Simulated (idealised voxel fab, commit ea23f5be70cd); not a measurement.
process module | voxel air gaps
cross-section cut | 300 nm wide | cells 5 nm
A cross-section is a grid of square cells, given in bands from the top down. A band is one or more rows of cells.
Each band's line starts with the height of the band's top and of its bottom, in nm. Then come its materials from left to right, each with its width in nm. One material with "throughout" fills the band from edge to edge. "air" is empty space.
Height 0 is the level under which the wafer as received is all one material. The lowest band goes on downwards, as in "0 down".
A width such as "30 to 40" changes by the same amount from each row of cells to the next, from the band's top row to its bottom row.
"no change" after a step means that no cell of the cross-section changed.
closed voids: empty space of 8 cells or more with no open way to the top, each as width x height at its distance from the left edge, in nm
after a step's settings: what the simulator itself notes on the step
overlay nm, on a step with a mask: how far to the right of its planned place the mask lay; to the left if negative
plan
1 op RECEIVE | material Si
2 op CONFORMAL_DEP | material SiO2 | thk nm 10
3 op CONFORMAL_DEP | material SiCN | thk nm 5
4 op DIRECTIONAL_DEP | material SiO2 | thk nm 40
5 op MASKED_ETCH | tone open | mask id LINES | width nm 25 | pitch nm 50 | etch materials SiO2 | depth nm 40 | overlay nm 0
6 op CONFORMAL_DEP | material TiN | thk nm 5
7 op FILL_DEP | material Ru | thk nm 10
8 op CMP | height nm 55
9 op EPI | material Ru | thk nm 10
10 op SELECTIVE_ETCH | etch materials SiO2 | depth nm 50
11 op CONFORMAL_DEP | material SiCN | thk nm 5
as received, after step 1
  0 down: Si throughout
  closed voids: none
first wafer at the end, as planned
  70 to 65: air 70 | SiCN 155 | air 75
  65 to 55: air 70 | SiCN 5 | Ru 45 | SiCN 5 | Ru 45 | SiCN 5 | Ru 45 | SiCN 5 | air 75
  55 to 50: air 70 | SiCN 15 | TiN 5 | Ru 15 | TiN 5 | SiCN 25 | TiN 5 | Ru 15 | TiN 5 | SiCN 25 | TiN 5 | Ru 15 | TiN 5 | SiCN 15 | air 75
  50 to 20: air 80 | SiCN 5 | TiN 5 | Ru 15 | TiN 5 | SiCN 5 | air 15 | SiCN 5 | TiN 5 | Ru 15 | TiN 5 | SiCN 5 | air 15 | SiCN 5 | TiN 5 | Ru 15 | TiN 5 | SiCN 5 | air 85
  20 to 15: SiCN 85 | TiN 25 | SiCN 25 | TiN 25 | SiCN 25 | TiN 25 | SiCN 90
  15 to 10: SiCN throughout
  10 to 0: SiO2 throughout
  0 down: Si throughout
  closed voids: 15 x 30 at 115; 15 x 30 at 165
second wafer at the end: like start, like plan, one mistake
  70 to 65: air 75 | SiCN 45 | air 5 | SiCN 45 | air 5 | SiCN 45 | air 80
  65 to 55: air 75 | SiCN 5 | Ru 35 | SiCN 5 | air 5 | SiCN 5 | Ru 35 | SiCN 5 | air 5 | SiCN 5 | Ru 35 | SiCN 5 | air 80
  55 to 50: air 75 | SiCN 15 | TiN 5 | Ru 5 | TiN 5 | SiCN 15 | air 5 | SiCN 15 | TiN 5 | Ru 5 | TiN 5 | SiCN 15 | air 5 | SiCN 15 | TiN 5 | Ru 5 | TiN 5 | SiCN 15 | air 80
  50 to 20: air 85 | SiCN 5 | TiN 5 | Ru 5 | TiN 5 | SiCN 5 | air 25 | SiCN 5 | TiN 5 | Ru 5 | TiN 5 | SiCN 5 | air 25 | SiCN 5 | TiN 5 | Ru 5 | TiN 5 | SiCN 5 | air 90
  20 to 15: SiCN 90 | TiN 15 | SiCN 35 | TiN 15 | SiCN 35 | TiN 15 | SiCN 95
  15 to 10: SiCN throughout
  10 to 0: SiO2 throughout
  0 down: Si throughout
  closed voids: none
what went wrong: step 5 ran as: op MASKED_ETCH | tone open | mask id LINES | width nm 15 | pitch nm 50 | etch materials SiO2 | depth nm 40 | overlay nm 0
at the end the second wafer has, in cells: 54 fewer of Ru | 8 more of SiCN | 6 fewer of TiN
closed voids at the end (first wafer, second wafer): 2, 0
